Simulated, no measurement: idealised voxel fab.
process module | voxel tone inversion
cross-section cut | 255 nm wide | cells 5 nm
A cross-section is a grid of square cells, given in bands from the top down. A band is one or more rows of cells.
Each band's line starts with the height of the band's top and of its bottom, in nm. Then come its materials from left to right, each with its width in nm. One material with "throughout" fills the band from edge to edge. "air" is empty space.
Height 0 is the level under which the wafer as received is all one material. The lowest band goes on downwards, as in "0 down".
A width such as "30 to 40" changes by the same amount from each row of cells to the next, from the band's top row to its bottom row.
"no change" after a step means that no cell of the cross-section changed.
closed voids: empty space of 8 cells or more with no open way to the top, each as width x height at its distance from the left edge, in nm
after a step's settings: what the simulator itself notes on the step
overlay nm, on a step with a mask: how far to the right of its planned place the mask lay; to the left if negative
plan
1 op RECEIVE | material Si
2 op CONFORMAL_DEP | material SiN | thk nm 5
3 op DIRECTIONAL_DEP | material polySi | thk nm 15
4 op PATTERN | tone cover | mask id POSTS | material resist | width nm 25 | pitch nm 40 | thk nm 25 | overlay nm 0
5 op DIRECTIONAL_ETCH | etch materials polySi | depth nm 15
6 op STRIP | etch materials resist
7 op FILL_DEP | material lowk | thk nm 5
8 op CMP | height nm 20
9 op STRIP | etch materials polySi
10 op CONFORMAL_DEP | material TiN | thk nm 5
11 op FILL_DEP | material Cu | thk nm 10
12 op CMP | height nm 20
13 op CONFORMAL_DEP | material SiN | thk nm 5
as received, after step 1
  0 down: Si throughout
  closed voids: none
a wafer at the end: this start, this plan, one mistake
  25 to 20: SiN throughout
  20 to 10: Cu 90 | TiN 5 | lowk 25 | TiN 5 | Cu 5 | TiN 5 | lowk 25 | TiN 5 | Cu 90
  10 to 5: TiN 95 | lowk 25 | TiN 15 | lowk 25 | TiN 95
  5 to 0: SiN throughout
  0 down: Si throughout
  closed voids: none
what went wrong: step 4 ran as: op PATTERN | tone open | mask id POSTS | material resist | width nm 25 | pitch nm 40 | thk nm 25 | overlay nm 0
